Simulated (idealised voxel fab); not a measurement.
Process module name: voxel capacitor over wiring
We display cut, a cross-section 195 nm in width whose square cells are each 5 nm.
Throughout this document, each cross-section is represented as a grid of square cells and is presented as a sequence of bands enumerated from the top downward, where a band comprises one or more rows of cells. Top, bottom (nm), then materials left to right with widths (nm); lone material tagged "full width" fills the whole band edge to edge; "air" = empty space. Counting heights begins at 0, where everything beneath is, in the wafer as received, one material. The lowest band has no bottom; it goes on downwards, as "0 down" shows. Top row gets the first number, bottom row gets the second, and each row in between changes by the same step: that is how a band width like "30..40" works. No cell of the cross-section changed in a step that is given as "no alterations made". Empty spaces counting at least 8 cells and having no open way to the top are listed in "Trapped cavities". The notation width x height at distance is used for each, the distance being from the left edge and all three values in nm. On a step's line, text after the settings is the simulator commenting on that step. "overlay nm" on a masked step: distance the mask lay right of its planned place, negative for left.

**Below is the list of planned process steps**
1,RECEIVE: material Si
2,CONFORMAL_DEP: material SiO2, thk nm 15
3,CONFORMAL_DEP: material SiN, thk nm 5
4,DIRECTIONAL_DEP: material lowk, thk nm 15
5,DIRECTIONAL_DEP: material aC, thk nm 15
6,PATTERN: tone open, mask id METAL_1, material resist, width nm 30, pitch nm 80, thk nm 30, overlay nm 0
7,DIRECTIONAL_ETCH: etch materials aC, depth nm 15
8,STRIP: etch materials resist
9,DIRECTIONAL_ETCH: etch materials lowk, depth nm 15
10,DIRECTIONAL_ETCH: etch materials SiN, depth nm 5
11,STRIP: etch materials aC
12,CONFORMAL_DEP: material TiN, thk nm 5
13,FILL_DEP: material Ru, thk nm 10
14,CMP: height nm 35
15,CONFORMAL_DEP: material SiCN, thk nm 5
16,DIRECTIONAL_DEP: material SiO2, thk nm 15
17,MASKED_ETCH: tone open, mask id PLUG_1, width nm 15, etch materials SiO2, depth nm 15, overlay nm 0
18,MASKED_ETCH: tone open, mask id PLUG_1, width nm 15, etch materials SiCN, depth nm 5, overlay nm 0
19,EPI: material Ru, thk nm 10
20,EPI: material Ru, thk nm 10
21,DIRECTIONAL_DEP: material TiN, thk nm 5
22,DIRECTIONAL_DEP: material HfO2, thk nm 5
23,DIRECTIONAL_DEP: material TiN, thk nm 5
24,MASKED_ETCH: tone cover, mask id UPPER_PLATE, width nm 55, etch materials TiN, depth nm 5, overlay nm 0
25,MASKED_ETCH: tone cover, mask id UPPER_PLATE, width nm 55, etch materials HfO2, depth nm 5, overlay nm 0
26,MASKED_ETCH: tone cover, mask id LOWER_PLATE, width nm 65, etch materials TiN, depth nm 5, overlay nm 0
27,FILL_DEP: material SiO2, thk nm 20
28,CMP: height nm 85
29,PATTERN: tone open, mask id PLUG_2, material resist, width nm 15, thk nm 15, overlay nm 0
30,DIRECTIONAL_ETCH: etch materials SiO2, depth nm 15
31,STRIP: etch materials resist
32,CONFORMAL_DEP: material TiN, thk nm 5
33,FILL_DEP: material W, thk nm 5
34,CMP: height nm 85
35,CONFORMAL_DEP: material SiCN, thk nm 5

**Cross-section of the wafer as it came to us, i.e., already through step 1**
0 down | Si full width
Trapped cavities: none

**a wafer at the end: this start, this plan, one mistake**
90 to 85 | SiCN full width
85 to 75 | SiO2 65 nm, then TiN 5 nm, then W 5 nm, then TiN 5 nm, then SiO2 115 nm
75 to 65 | SiO2 65..55 nm, then TiN 15..55 nm, then SiO2 115..85 nm
65 to 60 | SiO2 55 nm, then HfO2 55 nm, then SiO2 85 nm
60 to 55 | SiO2 50 nm, then TiN 65 nm, then SiO2 80 nm
55 to 40 | SiO2 50 nm, then Ru 25 nm, then SiO2 120 nm
40 to 35 | SiCN 55 nm, then Ru 15 nm, then SiCN 125 nm
35 to 20 | lowk 40 nm, then TiN 5 nm, then Ru 20 nm, then TiN 5 nm, then lowk 50 nm, then TiN 5 nm, then Ru 20 nm, then TiN 5 nm, then lowk 45 nm
20 to 15 | SiN 40 nm, then TiN 30 nm, then SiN 50 nm, then TiN 30 nm, then SiN 45 nm
15 to 0 | SiO2 full width
0 down | Si full width
Trapped cavities: none
Deviation from plan: step 17 ran as: MASKED_ETCH: tone open, mask id PLUG_1, width nm 25, etch materials SiO2, depth nm 15, overlay nm 0
